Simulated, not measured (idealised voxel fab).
process module | voxel gate over fins
cross-section cut | 215 nm wide | cells 5 nm
A cross-section is a grid of square cells, given in bands from the top down. A band is one or more rows of cells.
Each band's line starts with the height of the band's top and of its bottom, in nm. Then come its materials from left to right, each with its width in nm. One material with "throughout" fills the band from edge to edge. "air" is empty space.
Height 0 is the level under which the wafer as received is all one material. The lowest band goes on downwards, as in "0 down".
A width such as "30 to 40" changes by the same amount from each row of cells to the next, from the band's top row to its bottom row.
"no change" after a step means that no cell of the cross-section changed.
closed voids: empty space of 8 cells or more with no open way to the top, each as width x height at its distance from the left edge, in nm
after a step's settings: what the simulator itself notes on the step
overlay nm, on a step with a mask: how far to the right of its planned place the mask lay; to the left if negative
plan
1 op RECEIVE | material Si
2 op CONFORMAL_DEP | material SiN | thk nm 5
3 op MASKED_ETCH | tone cover | mask id FINS | width nm 15 | pitch nm 60 | etch materials SiN | depth nm 5 | overlay nm 0
4 op MASKED_ETCH | tone cover | mask id FINS | width nm 15 | pitch nm 60 | etch materials Si | depth nm 30 | overlay nm 0
5 op FILL_DEP | material SiO2 | thk nm 5
6 op CMP | height nm 5
7 op MASKED_ETCH | tone open | mask id RAIL | width nm 15 | etch materials SiO2 | depth nm 30 | overlay nm 0
8 op CONFORMAL_DEP | material TiN | thk nm 5
9 op FILL_DEP | material W | thk nm 5
10 op CMP | height nm 5
11 op SELECTIVE_ETCH | etch materials W Ru TiN | depth nm 25
12 op FILL_DEP | material SiO2 | thk nm 5
13 op CMP | height nm 5
14 op SELECTIVE_ETCH | etch materials SiO2 | depth nm 15
15 op STRIP | etch materials SiN
16 op CONFORMAL_DEP | material HfO2 | thk nm 5
17 op CONFORMAL_DEP | material TiN | thk nm 5
18 op CONFORMAL_DEP | material TiAl | thk nm 5
19 op CONFORMAL_DEP | material TiN | thk nm 5
20 op FILL_DEP | material W | thk nm 10
21 op CMP | height nm 25
22 op CONFORMAL_DEP | material SiN | thk nm 5
as received, after step 1
  0 down: Si throughout
  closed voids: none
first wafer at the end, as planned
  30 to 25: SiN throughout
  25 to 20: W throughout
  20 to 15: W 50 | TiN 55 | W 5 | TiN 55 | W 50
  15 to 10: W 50 | TiN 5 | TiAl 45 | TiN 5 | W 5 | TiN 5 | TiAl 45 | TiN 5 | W 50
  10 to 5: TiN 55 | TiAl 5 | TiN 35 | TiAl 5 | TiN 15 | TiAl 5 | TiN 35 | TiAl 5 | TiN 55
  5 to 0: TiAl 60 | TiN 5 | HfO2 25 | TiN 5 | TiAl 25 | TiN 5 | HfO2 25 | TiN 5 | TiAl 60
  0 to -5: TiN 65 | HfO2 5 | Si 15 | HfO2 5 | TiN 35 | HfO2 5 | Si 15 | HfO2 5 | TiN 65
  -5 to -10: HfO2 70 | Si 15 | HfO2 45 | Si 15 | HfO2 70
  -10 to -20: SiO2 70 | Si 15 | SiO2 45 | Si 15 | SiO2 70
  -20 to -25: SiO2 70 | Si 15 | SiO2 15 | TiN 15 | SiO2 15 | Si 15 | SiO2 70
  -25 to -30: SiO2 70 | Si 15 | SiO2 45 | Si 15 | SiO2 70
  -30 down: Si throughout
  closed voids: none
second wafer at the end: like start, like plan, one mistake
  30 to 25: SiN throughout
  25 to 20: W throughout
  20 to 15: W 50 | TiN 55 | W 5 | TiN 55 | W 50
  15 to 10: W 50 | TiN 5 | TiAl 45 | TiN 5 | W 5 | TiN 5 | TiAl 45 | TiN 5 | W 50
  10 to 5: TiN 55 | TiAl 5 | TiN 35 | TiAl 5 | TiN 15 | TiAl 5 | TiN 35 | TiAl 5 | TiN 55
  5 to 0: TiAl 60 | TiN 5 | HfO2 25 | TiN 5 | TiAl 25 | TiN 5 | HfO2 25 | TiN 5 | TiAl 60
  0 to -5: TiN 65 | HfO2 5 | Si 15 | HfO2 5 | TiN 35 | HfO2 5 | Si 15 | HfO2 5 | TiN 65
  -5 to -10: HfO2 70 | Si 15 | HfO2 45 | Si 15 | HfO2 70
  -10 to -20: SiO2 70 | Si 15 | SiO2 45 | Si 15 | SiO2 70
  -20 to -25: SiO2 70 | Si 15 | SiO2 10 | TiN 25 | SiO2 10 | Si 15 | SiO2 70
  -25 to -30: SiO2 70 | Si 15 | SiO2 45 | Si 15 | SiO2 70
  -30 down: Si throughout
  closed voids: none
what went wrong: step 7 ran as: op MASKED_ETCH | tone open | mask id RAIL | width nm 25 | etch materials SiO2 | depth nm 30 | overlay nm 0
at the end the second wafer has, in cells: 2 fewer of SiO2 | 2 more of TiN
